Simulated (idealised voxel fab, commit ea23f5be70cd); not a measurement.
Name of the process module below: voxel self aligned vias
The cross-section shown here is cut; it is 275 nm wide and divided into square cells measuring 5 nm on a side.
Throughout this document, each cross-section is represented as a grid of square cells and is presented as a sequence of bands enumerated from the top downward, where a band comprises one or more rows of cells. Read a band's entry like this: the first values are the height of its top and the height of its bottom in nm, and what follows is the sequence of materials from left to right, each with its width in nm. Note that "empty" is empty space, and that a single material marked "everywhere" reaches across the band from edge to edge. Height reference: 0 = level under which incoming wafer is all one material. Lowest band: no bottom, runs on downward, e.g. "0 down". The expression "30 to 40" gives the width at the extremes of the band, the first number at its top row of cells and the second at its bottom row, with the width changing by equal amounts from each row to the next in between. Reading "nothing different" for a step: not a cell of the cross-section changed in it. The list in "Trapped cavities" covers empty spaces of 8 cells or more that cannot reach the top through any open way, and it gives each as width x height at distance; the distance is from the left edge, and width, height and distance are in nm. Formally, on a step line, whatever follows the settings is a remark that the simulator itself makes on the step. The optional step-line setting "overlay nm" applies to steps with a mask and quantifies how far to the right of its planned location the mask lay, a negative value indicating leftward placement.

BELOW IS THE LIST OF PLANNED PROCESS STEPS
1. RECEIVE with material Si
2. CONFORMAL_DEP with material SiO2, thk nm 15
3. CONFORMAL_DEP with material SiCN, thk nm 5
4. DIRECTIONAL_DEP with material SiO2, thk nm 30
5. DIRECTIONAL_DEP with material aC, thk nm 15
6. PATTERN with tone open, mask id LINES, material resist, width nm 20, pitch nm 65, thk nm 35, overlay nm 0
7. DIRECTIONAL_ETCH with etch materials aC, depth nm 15
8. STRIP with etch materials resist
9. DIRECTIONAL_ETCH with etch materials SiO2, depth nm 30
10. STRIP with etch materials aC
11. CONFORMAL_DEP with material TiN, thk nm 5
12. FILL_DEP with material W, thk nm 5
13. CMP with height nm 50
14. SELECTIVE_ETCH with etch materials W Ru TiN, depth nm 5
15. FILL_DEP with material SiN, thk nm 10
16. CMP with height nm 50
17. DIRECTIONAL_DEP with material SiO2, thk nm 15
18. DIRECTIONAL_DEP with material aC, thk nm 15
19. PATTERN with tone open, mask id VIAS, material resist, width nm 40, pitch nm 130, thk nm 35, overlay nm 0
20. DIRECTIONAL_ETCH with etch materials aC, depth nm 15
21. STRIP with etch materials resist
22. DIRECTIONAL_ETCH with etch materials SiO2, depth nm 15
23. DIRECTIONAL_ETCH with etch materials SiN, depth nm 5
24. STRIP with etch materials aC
25. CONFORMAL_DEP with material TiN, thk nm 5
26. FILL_DEP with material Cu, thk nm 5
27. CMP with height nm 65
28. CONFORMAL_DEP with material SiCN, thk nm 5

FIRST OUT OF TWO WAFERS; RUN WENT TO PLAN

INCOMING WAFER IN CROSS-SECTION (STATE: AFTER STEP 1)
  0 down = Si everywhere
  Trapped cavities: none

WAFER XSEC, POST STEP 2
  15 to 0 = SiO2 everywhere
  Under 0: no change, same as before.

WAFER XSEC, POST STEP 3
  20 to 15 = SiCN everywhere
  Under 15: no change, same as before.

WAFER XSEC, POST STEP 4
  50 to 20 = SiO2 everywhere
  Under 20: no change, same as before.

WAFER XSEC, POST STEP 5
  65 to 50 = aC everywhere
  Under 50: no change, same as before.

WAFER XSEC, POST STEP 6
  100 to 65 = resist: 60 | empty: 20 | resist: 45 | empty: 20 | resist: 45 | empty: 20 | resist: 65
  Under 65: no change, same as before.

WAFER XSEC, POST STEP 7
  85 to 65 = resist: 60 | empty: 20 | resist: 45 | empty: 20 | resist: 45 | empty: 20 | resist: 65
  65 to 50 = aC: 60 | empty: 20 | aC: 45 | empty: 20 | aC: 45 | empty: 20 | aC: 65
  Under 50: no change, same as before.

WAFER XSEC, POST STEP 8
  65 to 50 = aC: 60 | empty: 20 | aC: 45 | empty: 20 | aC: 45 | empty: 20 | aC: 65
  Under 50: no change, same as before.

WAFER XSEC, POST STEP 9
  65 to 50 = aC: 60 | empty: 20 | aC: 45 | empty: 20 | aC: 45 | empty: 20 | aC: 65
  50 to 20 = SiO2: 60 | empty: 20 | SiO2: 45 | empty: 20 | SiO2: 45 | empty: 20 | SiO2: 65
  Under 20: no change, same as before.

WAFER XSEC, POST STEP 10
  50 to 20 = SiO2: 60 | empty: 20 | SiO2: 45 | empty: 20 | SiO2: 45 | empty: 20 | SiO2: 65
  Under 20: no change, same as before.

WAFER XSEC, POST STEP 11
  55 to 50 = TiN: 65 | empty: 10 | TiN: 55 | empty: 10 | TiN: 55 | empty: 10 | TiN: 70
  50 to 25 = SiO2: 60 | TiN: 5 | empty: 10 | TiN: 5 | SiO2: 45 | TiN: 5 | empty: 10 | TiN: 5 | SiO2: 45 | TiN: 5 | empty: 10 | TiN: 5 | SiO2: 65
  25 to 20 = SiO2: 60 | TiN: 20 | SiO2: 45 | TiN: 20 | SiO2: 45 | TiN: 20 | SiO2: 65
  Under 20: no change, same as before.

WAFER XSEC, POST STEP 12
  60 to 55 = W everywhere
  55 to 50 = TiN: 65 | W: 10 | TiN: 55 | W: 10 | TiN: 55 | W: 10 | TiN: 70
  50 to 25 = SiO2: 60 | TiN: 5 | W: 10 | TiN: 5 | SiO2: 45 | TiN: 5 | W: 10 | TiN: 5 | SiO2: 45 | TiN: 5 | W: 10 | TiN: 5 | SiO2: 65
  Under 25: no change, same as before.

WAFER XSEC, POST STEP 13
  50 to 25 = SiO2: 60 | TiN: 5 | W: 10 | TiN: 5 | SiO2: 45 | TiN: 5 | W: 10 | TiN: 5 | SiO2: 45 | TiN: 5 | W: 10 | TiN: 5 | SiO2: 65
  Under 25: no change, same as before.

WAFER XSEC, POST STEP 14
  50 to 45 = SiO2: 60 | empty: 20 | SiO2: 45 | empty: 20 | SiO2: 45 | empty: 20 | SiO2: 65
  Under 45: no change, same as before.

WAFER XSEC, POST STEP 15
  60 to 50 = SiN everywhere
  50 to 45 = SiO2: 60 | SiN: 20 | SiO2: 45 | SiN: 20 | SiO2: 45 | SiN: 20 | SiO2: 65
  Under 45: no change, same as before.

WAFER XSEC, POST STEP 16
  50 to 45 = SiO2: 60 | SiN: 20 | SiO2: 45 | SiN: 20 | SiO2: 45 | SiN: 20 | SiO2: 65
  Under 45: no change, same as before.

WAFER XSEC, POST STEP 17
  65 to 50 = SiO2 everywhere
  Under 50: no change, same as before.

WAFER XSEC, POST STEP 18
  80 to 65 = aC everywhere
  Under 65: no change, same as before.

WAFER XSEC, POST STEP 19
  115 to 80 = resist: 50 | empty: 40 | resist: 90 | empty: 40 | resist: 55
  Under 80: no change, same as before.

WAFER XSEC, POST STEP 20
  100 to 80 = resist: 50 | empty: 40 | resist: 90 | empty: 40 | resist: 55
  80 to 65 = aC: 50 | empty: 40 | aC: 90 | empty: 40 | aC: 55
  Under 65: no change, same as before.

WAFER XSEC, POST STEP 21
  80 to 65 = aC: 50 | empty: 40 | aC: 90 | empty: 40 | aC: 55
  Under 65: no change, same as before.

WAFER XSEC, POST STEP 22
  80 to 65 = aC: 50 | empty: 40 | aC: 90 | empty: 40 | aC: 55
  65 to 50 = SiO2: 50 | empty: 40 | SiO2: 90 | empty: 40 | SiO2: 55
  Under 50: no change, same as before.

WAFER XSEC, POST STEP 23
  80 to 65 = aC: 50 | empty: 40 | aC: 90 | empty: 40 | aC: 55
  65 to 50 = SiO2: 50 | empty: 40 | SiO2: 90 | empty: 40 | SiO2: 55
  50 to 45 = SiO2: 60 | empty: 20 | SiO2: 45 | SiN: 20 | SiO2: 45 | empty: 20 | SiO2: 65
  Under 45: no change, same as before.

WAFER XSEC, POST STEP 24
  65 to 50 = SiO2: 50 | empty: 40 | SiO2: 90 | empty: 40 | SiO2: 55
  Under 50: no change, same as before.

WAFER XSEC, POST STEP 25
  70 to 65 = TiN: 55 | empty: 30 | TiN: 100 | empty: 30 | TiN: 60
  65 to 55 = SiO2: 50 | TiN: 5 | empty: 30 | TiN: 5 | SiO2: 90 | TiN: 5 | empty: 30 | TiN: 5 | SiO2: 55
  55 to 50 = SiO2: 50 | TiN: 15 | empty: 10 | TiN: 15 | SiO2: 90 | TiN: 15 | empty: 10 | TiN: 15 | SiO2: 55
  50 to 45 = SiO2: 60 | TiN: 20 | SiO2: 45 | SiN: 20 | SiO2: 45 | TiN: 20 | SiO2: 65
  Under 45: no change, same as before.

WAFER XSEC, POST STEP 26
  75 to 70 = Cu everywhere
  70 to 65 = TiN: 55 | Cu: 30 | TiN: 100 | Cu: 30 | TiN: 60
  65 to 55 = SiO2: 50 | TiN: 5 | Cu: 30 | TiN: 5 | SiO2: 90 | TiN: 5 | Cu: 30 | TiN: 5 | SiO2: 55
  55 to 50 = SiO2: 50 | TiN: 15 | Cu: 10 | TiN: 15 | SiO2: 90 | TiN: 15 | Cu: 10 | TiN: 15 | SiO2: 55
  Under 50: no change, same as before.

WAFER XSEC, POST STEP 27
  65 to 55 = SiO2: 50 | TiN: 5 | Cu: 30 | TiN: 5 | SiO2: 90 | TiN: 5 | Cu: 30 | TiN: 5 | SiO2: 55
  Under 55: no change, same as before.

WAFER XSEC, POST STEP 28
  70 to 65 = SiCN everywhere
  Under 65: no change, same as before.

OKAY, SECOND WAFER. NOTHING DIFFERENT AT THE START, NOTHING DIFFERENT IN THE PLAN, JUST ONE MISTAKE SOMEWHERE IN THE RUNNING. AS FAR AS STEP 18, COUNTING THAT STEP, IT'S THE FIRST WAFER ALL OVER AGAIN

CROSS-SECTIONAL VIEW OF THE SECOND WAFER AT THE INTENDED END TIME OF PROCESS STEP 19
  115 to 80 = empty: 50 | resist: 40 | empty: 90 | resist: 40 | empty: 55
  Under 80: no change, same as before.

CROSS-SECTIONAL VIEW OF THE SECOND WAFER AT THE INTENDED END TIME OF PROCESS STEP 20
  100 to 80 = empty: 50 | resist: 40 | empty: 90 | resist: 40 | empty: 55
  80 to 65 = empty: 50 | aC: 40 | empty: 90 | aC: 40 | empty: 55
  Under 65: no change, same as before.

CROSS-SECTIONAL VIEW OF THE SECOND WAFER AT THE INTENDED END TIME OF PROCESS STEP 21
  80 to 65 = empty: 50 | aC: 40 | empty: 90 | aC: 40 | empty: 55
  Under 65: no change, same as before.

CROSS-SECTIONAL VIEW OF THE SECOND WAFER AT THE INTENDED END TIME OF PROCESS STEP 22
  80 to 65 = empty: 50 | aC: 40 | empty: 90 | aC: 40 | empty: 55
  65 to 50 = empty: 50 | SiO2: 40 | empty: 90 | SiO2: 40 | empty: 55
  Under 50: no change, same as before.

CROSS-SECTIONAL VIEW OF THE SECOND WAFER AT THE INTENDED END TIME OF PROCESS STEP 23
  80 to 65 = empty: 50 | aC: 40 | empty: 90 | aC: 40 | empty: 55
  65 to 50 = empty: 50 | SiO2: 40 | empty: 90 | SiO2: 40 | empty: 55
  50 to 45 = SiO2: 60 | SiN: 20 | SiO2: 45 | empty: 20 | SiO2: 45 | SiN: 20 | SiO2: 65
  Under 45: no change, same as before.

CROSS-SECTIONAL VIEW OF THE SECOND WAFER AT THE INTENDED END TIME OF PROCESS STEP 24
  65 to 50 = empty: 50 | SiO2: 40 | empty: 90 | SiO2: 40 | empty: 55
  Under 50: no change, same as before.

CROSS-SECTIONAL VIEW OF THE SECOND WAFER AT THE INTENDED END TIME OF PROCESS STEP 25
  70 to 65 = empty: 45 | TiN: 50 | empty: 80 | TiN: 50 | empty: 50
  65 to 55 = empty: 45 | TiN: 5 | SiO2: 40 | TiN: 5 | empty: 80 | TiN: 5 | SiO2: 40 | TiN: 5 | empty: 50
  55 to 50 = TiN: 50 | SiO2: 40 | TiN: 40 | empty: 10 | TiN: 40 | SiO2: 40 | TiN: 55
  50 to 45 = SiO2: 60 | SiN: 20 | SiO2: 45 | TiN: 20 | SiO2: 45 | SiN: 20 | SiO2: 65
  Under 45: no change, same as before.

CROSS-SECTIONAL VIEW OF THE SECOND WAFER AT THE INTENDED END TIME OF PROCESS STEP 26
  75 to 70 = Cu everywhere
  70 to 65 = Cu: 45 | TiN: 50 | Cu: 80 | TiN: 50 | Cu: 50
  65 to 55 = Cu: 45 | TiN: 5 | SiO2: 40 | TiN: 5 | Cu: 80 | TiN: 5 | SiO2: 40 | TiN: 5 | Cu: 50
  55 to 50 = TiN: 50 | SiO2: 40 | TiN: 40 | Cu: 10 | TiN: 40 | SiO2: 40 | TiN: 55
  Under 50: no change, same as before.

CROSS-SECTIONAL VIEW OF THE SECOND WAFER AT THE INTENDED END TIME OF PROCESS STEP 27
  65 to 55 = Cu: 45 | TiN: 5 | SiO2: 40 | TiN: 5 | Cu: 80 | TiN: 5 | SiO2: 40 | TiN: 5 | Cu: 50
  Under 55: no change, same as before.

CROSS-SECTIONAL VIEW OF THE SECOND WAFER AT THE INTENDED END TIME OF PROCESS STEP 28
  70 to 65 = SiCN everywhere
  Under 65: no change, same as before.
Here's what went sideways: step 19 was run on a setting that differed from the plan, and what really ran there is PATTERN with tone cover, mask id VIAS, material resist, width nm 40, pitch nm 130, thk nm 35, overlay nm 0
End of process, cell counts, second wafer against first, materials with more or fewer: 44 more of Cu; 4 more of SiN; 69 fewer of SiO2; 21 more of TiN
